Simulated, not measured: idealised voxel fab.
Title: Process Module voxel self aligned contacts
Section shown: cut. Width: 210 nm. Cell size: 5 nm, square.
Cross-section format: a grid of square cells, given as bands from top to bottom; each band is one or more rows of cells. Quick guide to a band line: top height, bottom height (nm) up front; then every material left to right with its width in nm. Only one material and it's marked "edge to edge"? Then it fills the band edge to edge. And "air" just means empty space. It should be noted that heights are counted from 0, beneath which the wafer as supplied is of one material throughout, and that the lowest band possesses no lower boundary but continues downward, as written in "0 -> down". Width "30->40": first value at the band's top row of cells, second value at its bottom row, equal change from row to row. It should be understood that the words "remained the same", when stated for a given step, signify that the cross-section underwent no change in any of its cells during that step. You'll see "Fully sealed voids" listing empty spaces that have no way open to the top, as long as they're 8 cells or more; the notation is width x height at distance, where the distance is from the left edge, and all of it is in nm. The remark found on a step's line after its settings is issued by the simulator itself and pertains to that step. overlay nm, on a step with a mask: how far to the right of its planned place the mask lay; to the left if negative.

**Listed below are the process steps as planned**
| 1 | RECEIVE with material Si |
| 2 | CONFORMAL_DEP with material SiO2, thk nm 5 |
| 3 | DIRECTIONAL_DEP with material polySi, thk nm 20 |
| 4 | DIRECTIONAL_DEP with material SiN, thk nm 15 |
| 5 | DIRECTIONAL_DEP with material aC, thk nm 15 |
| 6 | PATTERN with tone cover, mask id GATE, material resist, width nm 20, pitch nm 55, thk nm 30, overlay nm 0 |
| 7 | DIRECTIONAL_ETCH with etch materials aC, depth nm 15 |
| 8 | STRIP with etch materials resist |
| 9 | DIRECTIONAL_ETCH with etch materials SiN, depth nm 15 |
| 10 | DIRECTIONAL_ETCH with etch materials polySi, depth nm 20 |
| 11 | STRIP with etch materials aC |
| 12 | CONFORMAL_DEP with material SiN, thk nm 5 |
| 13 | DIRECTIONAL_ETCH with etch materials SiN, depth nm 5 |
| 14 | FILL_DEP with material SiO2, thk nm 20 |
| 15 | CMP with height nm 50 |
| 16 | DIRECTIONAL_DEP with material aC, thk nm 10 |
| 17 | PATTERN with tone open, mask id CONTACT, material resist, width nm 35, thk nm 30, overlay nm 0 |
| 18 | DIRECTIONAL_ETCH with etch materials aC, depth nm 10 |
| 19 | STRIP with etch materials resist |
| 20 | DIRECTIONAL_ETCH with etch materials SiO2, depth nm 50 |
| 21 | STRIP with etch materials aC |
| 22 | CONFORMAL_DEP with material TiN, thk nm 5 |
| 23 | FILL_DEP with material W, thk nm 10 |
| 24 | CMP with height nm 50 |
| 25 | CONFORMAL_DEP with material SiN, thk nm 5 |
Heads up: all these wafers start the same, and what changes between them is the width nm in step 6. The value you see in the plan is just what the first wafer got.

**So this is the first of several wafers, cross-sectioned as it came to us, meaning it's at the end of step 1**
> 0 -> down: Si edge to edge
> Fully sealed voids: none

**first wafer at the end, after step 25**
> 55 -> 50: SiN edge to edge
> 50 -> 40: SiO2=85, then TiN=5->10, then W=25->15, then TiN=5->10, then SiO2=90
> 40 -> 25: SiO2=60, then SiN=30, then TiN=5, then W=15, then TiN=5, then SiN=30, then SiO2=65
> 25 -> 5: SiO2=60, then SiN=5, then polySi=20, then SiN=5, then TiN=5, then W=15, then TiN=5, then SiN=5, then polySi=20, then SiN=5, then SiO2=65
> 5 -> 0: SiO2=90, then TiN=25, then SiO2=95
> 0 -> down: Si edge to edge
> Fully sealed voids: none

**At the end of the module, the last of several wafers in cross-section**
> 55 -> 50: SiN edge to edge
> 50 -> 45: SiO2=85, then TiN=5, then W=25, then TiN=5, then SiO2=90
> 45 -> 40: SiO2=85, then TiN=35, then SiO2=90
> 40 -> 25: SiO2=50, then SiN=50, then TiN=5, then SiN=50, then SiO2=55
> 25 -> 5: SiO2=50, then SiN=5, then polySi=40, then SiN=5, then TiN=5, then SiN=5, then polySi=40, then SiN=5, then SiO2=55
> 5 -> 0: SiO2=100, then TiN=5, then SiO2=105
> 0 -> down: Si edge to edge
> Fully sealed voids: none

**Heads up, this table goes wafer by wafer. A row tells you, at the end of the module, how many cells of each material that wafer has put on (+) or dropped (-) since it was received, and then its closed voids**
width nm 20 | +94 SiN | +282 SiO2 | +25 TiN | +29 W | +32 polySi | Fully sealed voids: none
width nm 25 | +100 SiN | +276 SiO2 | +25 TiN | +21 W | +40 polySi | Fully sealed voids: none
width nm 30 | +106 SiN | +270 SiO2 | +25 TiN | +13 W | +48 polySi | Fully sealed voids: none
width nm 35 | +112 SiN | +264 SiO2 | +25 TiN | +5 W | +56 polySi | Fully sealed voids: none
width nm 40 | +118 SiN | +258 SiO2 | +17 TiN | +5 W | +64 polySi | Fully sealed voids: none
